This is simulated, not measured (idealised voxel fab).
process module | voxel transistor to metal
cross-section cut | 205 nm wide | cells 5 nm
A cross-section is a grid of square cells, given in bands from the top down. A band is one or more rows of cells.
Each band's line starts with the height of the band's top and of its bottom, in nm. Then come its materials from left to right, each with its width in nm. One material with "throughout" fills the band from edge to edge. "air" is empty space.
Height 0 is the level under which the wafer as received is all one material. The lowest band goes on downwards, as in "0 down".
A width such as "30 to 40" changes by the same amount from each row of cells to the next, from the band's top row to its bottom row.
"no change" after a step means that no cell of the cross-section changed.
closed voids: empty space of 8 cells or more with no open way to the top, each as width x height at its distance from the left edge, in nm
after a step's settings: what the simulator itself notes on the step
overlay nm, on a step with a mask: how far to the right of its planned place the mask lay; to the left if negative
plan
1 op RECEIVE | material Si
2 op CONFORMAL_DEP | material SiO2 | thk nm 5
3 op CONFORMAL_DEP | material SiN | thk nm 15
4 op MASKED_ETCH | tone cover | mask id ACTIVE | width nm 90 | etch materials SiN | depth nm 15 | overlay nm 0
5 op MASKED_ETCH | tone cover | mask id ACTIVE | width nm 90 | etch materials SiO2 | depth nm 5 | overlay nm 0
6 op MASKED_ETCH | tone cover | mask id ACTIVE | width nm 90 | etch materials Si | depth nm 35 | overlay nm 0
7 op OXIDIZE | depth nm 5
8 op FILL_DEP | material SiO2 | thk nm 5
9 op CMP | height nm 20
10 op SELECTIVE_ETCH | etch materials SiO2 | depth nm 5
11 op STRIP | etch materials SiN
12 op SELECTIVE_ETCH | etch materials SiO2 | depth nm 5
13 op OXIDIZE | depth nm 5
14 op DIRECTIONAL_DEP | material polySi | thk nm 20
15 op DIRECTIONAL_DEP | material SiCN | thk nm 10
16 op DIRECTIONAL_DEP | material aC | thk nm 10
17 op PATTERN | tone cover | mask id GATE | material resist | width nm 20 | thk nm 30 | overlay nm 0
18 op DIRECTIONAL_ETCH | etch materials aC | depth nm 10
19 op STRIP | etch materials resist
20 op DIRECTIONAL_ETCH | etch materials SiCN | depth nm 20
21 op DIRECTIONAL_ETCH | etch materials polySi | depth nm 30
22 op STRIP | etch materials aC
23 op CONFORMAL_DEP | material SiN | thk nm 10
24 op DIRECTIONAL_ETCH | etch materials SiN | depth nm 10
25 op DIRECTIONAL_ETCH | etch materials SiO2 | depth nm 5
26 op DIRECTIONAL_ETCH | etch materials Si | depth nm 5
27 op EPI | material pSi | thk nm 10
28 op FILL_DEP | material SiO2 | thk nm 5
29 op CMP | height nm 30
30 op DIRECTIONAL_DEP | material SiO2 | thk nm 15
31 op MASKED_ETCH | tone open | mask id CONTACT | width nm 15 | pitch nm 65 | etch materials SiO2 | depth nm 45 | overlay nm 0
32 op CONFORMAL_DEP | material TiN | thk nm 5
33 op FILL_DEP | material W | thk nm 10
34 op CMP | height nm 45
35 op CONFORMAL_DEP | material SiCN | thk nm 5
36 op DIRECTIONAL_DEP | material lowk | thk nm 15
37 op MASKED_ETCH | tone open | mask id METAL_1 | width nm 15 | pitch nm 65 | etch materials lowk | depth nm 15 | overlay nm 0
38 op MASKED_ETCH | tone open | mask id METAL_1 | width nm 15 | pitch nm 65 | etch materials SiCN | depth nm 5 | overlay nm 0
39 op CONFORMAL_DEP | material TiN | thk nm 5
40 op FILL_DEP | material Ru | thk nm 10
41 op CMP | height nm 65
42 op CONFORMAL_DEP | material SiN | thk nm 5
as received, after step 1
  0 down: Si throughout
  closed voids: none
a wafer at the end: this start, this plan, one mistake
  70 to 65: SiN throughout
  65 to 50: lowk 60 | TiN 5 | Ru 5 | TiN 5 | lowk 50 | TiN 5 | Ru 5 | TiN 5 | lowk 65
  50 to 45: SiCN 60 | TiN 15 | SiCN 50 | TiN 15 | SiCN 65
  45 to 35: SiO2 70 | TiN 5 | W 5 | TiN 5 | SiO2 50 | TiN 5 | W 5 | TiN 5 | SiO2 55
  35 to 30: SiO2 70 | TiN 15 | SiO2 50 | TiN 5 | W 5 | TiN 5 | SiO2 55
  30 to 20: SiO2 70 | TiN 10 | SiN 10 | SiCN 20 | SiN 10 | SiO2 15 | TiN 5 | W 5 | TiN 5 | SiO2 55
  20 to 15: SiO2 70 | TiN 10 | SiN 10 | polySi 20 | SiN 10 | SiO2 15 | TiN 5 | W 5 | TiN 5 | SiO2 55
  15 to 10: SiO2 70 | TiN 10 | SiN 10 | polySi 20 | SiN 10 | SiO2 15 | TiN 15 | SiO2 55
  10 to 5: SiO2 50 | SiN 10 | SiO2 10 | TiN 10 | SiN 10 | polySi 20 | SiN 10 | SiO2 15 | TiN 5 | SiN 10 | SiO2 55
  5 to 0: SiO2 50 | SiN 10 | SiO2 10 | pSi 10 | SiN 10 | polySi 20 | SiN 10 | pSi 10 | SiO2 5 | TiN 5 | SiN 10 | SiO2 55
  0 to -5: SiO2 60 | pSi 20 | SiO2 40 | pSi 20 | SiO2 65
  -5 to -10: SiO2 60 | pSi 20 | Si 40 | pSi 20 | SiO2 65
  -10 to -40: SiO2 60 | Si 80 | SiO2 65
  -40 down: Si throughout
  closed voids: none
what went wrong: step 31 ran as: op MASKED_ETCH | tone open | mask id CONTACT | width nm 15 | pitch nm 65 | etch materials SiO2 | depth nm 45 | overlay nm 10
